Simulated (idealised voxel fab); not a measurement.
Process module under the name voxel wiring stack
Cross-sectional view cut (width: 240 nm; square cell size: 5 nm).
Just so we're on the same page, the cross-sections are grids of square cells, and they're listed out in bands top to bottom, each band one or more rows deep. What a band's entry tells you: where the top is and where the bottom is, as heights in nm, and after that what lies inside, material by material from left to right, each with its width in nm. Empty space is written as the word "empty", and a single material marked with the word "throughout" occupies the band from edge to edge. Height datum 0, below which the as-received substrate wafer is one material. Lowest band open at the bottom, running downward: "0 -> down". Note: "30 to 40" means the width goes from the first number (top row of the band) to the second number (bottom row) in equal steps per row of cells. "no modification" (step): cross-section cells unchanged, all of them. Under "Enclosed internal voids" you'll find the enclosed gaps, the ones with no way out to the top, that are 8 cells or bigger; each reads width x height at distance, with distance counted from the left edge, everything in nm. Past the settings on a step's line: simulator remark, on that step. What "overlay nm" on a step's line means: if the step has a mask, that mask lay this far to the right of its planned place, or, when the value is negative, to the left.
## Below is the list of planned process steps
1) RECEIVE | material Si
2) CONFORMAL_DEP | material SiO2 | thk nm 10
3) DIRECTIONAL_DEP | material TiN | thk nm 5
4) DIRECTIONAL_DEP | material W | thk nm 25
5) DIRECTIONAL_DEP | material aC | thk nm 15
6) PATTERN | tone cover | mask id METAL_1 | material resist | width nm 25 | pitch nm 40 | thk nm 30 | overlay nm 0
7) DIRECTIONAL_ETCH | etch materials aC | depth nm 15
8) STRIP | etch materials resist
9) DIRECTIONAL_ETCH | etch materials W | depth nm 25
10) DIRECTIONAL_ETCH | etch materials TiN | depth nm 5
11) STRIP | etch materials aC
12) CONFORMAL_DEP | material SiCN | thk nm 5
13) FILL_DEP | material lowk | thk nm 5
14) CMP | height nm 40
15) CONFORMAL_DEP | material SiCN | thk nm 5
16) DIRECTIONAL_DEP | material SiO2 | thk nm 20
17) MASKED_ETCH | tone open | mask id PLUG_1 | width nm 15 | pitch nm 80 | etch materials SiO2 | depth nm 20 | overlay nm 0
18) MASKED_ETCH | tone open | mask id PLUG_1 | width nm 15 | pitch nm 80 | etch materials SiCN | depth nm 5 | overlay nm 0
19) EPI | material Ru | thk nm 10
20) EPI | material Ru | thk nm 10
21) EPI | material Ru | thk nm 5
22) CONFORMAL_DEP | material SiN | thk nm 5
23) DIRECTIONAL_DEP | material lowk | thk nm 20
24) DIRECTIONAL_DEP | material aC | thk nm 15
25) PATTERN | tone open | mask id METAL_2 | material resist | width nm 25 | pitch nm 40 | thk nm 35 | overlay nm 0
26) DIRECTIONAL_ETCH | etch materials aC | depth nm 15
27) STRIP | etch materials resist
28) DIRECTIONAL_ETCH | etch materials lowk | depth nm 20
29) DIRECTIONAL_ETCH | etch materials SiN | depth nm 5
30) STRIP | etch materials aC
31) CONFORMAL_DEP | material TiN | thk nm 5
32) FILL_DEP | material Cu | thk nm 10
33) CMP | height nm 80
34) EPI | material Ru | thk nm 5
35) FILL_DEP | material SiCN | thk nm 5
Every wafer here starts from the same state; it is the step 33 height nm that distinguishes them, and the value the plan gives belongs to the first wafer.
## Cross-section of the first of several wafers on receipt, reflecting completion of step 1
    0 -> down  Si throughout
    Enclosed internal voids: none
## So in this table every wafer gets its own row, and what you see is where it stands at the end of the module: for each material, how many cells it picked up (+) or gave up (-) since we received it, and after that its closed voids
height nm 80, +24 Cu, +58 Ru, +178 SiCN, +28 SiN, +264 SiO2, +56 TiN, +100 W, +156 lowk, Enclosed internal voids: none
height nm 85, +36 Cu, +58 Ru, +178 SiCN, +28 SiN, +264 SiO2, +64 TiN, +100 W, +184 lowk, Enclosed internal voids: none
height nm 90, +48 Cu, +58 Ru, +178 SiCN, +28 SiN, +264 SiO2, +72 TiN, +100 W, +212 lowk, Enclosed internal voids: none
height nm 95, +60 Cu, +78 Ru, +158 SiCN, +28 SiN, +264 SiO2, +108 TiN, +100 W, +212 lowk, Enclosed internal voids: none
height nm 100, +108 Cu, +78 Ru, +158 SiCN, +28 SiN, +264 SiO2, +108 TiN, +100 W, +212 lowk, Enclosed internal voids: none
height nm 105, +156 Cu, +78 Ru, +158 SiCN, +28 SiN, +264 SiO2, +108 TiN, +100 W, +212 lowk, Enclosed internal voids: none
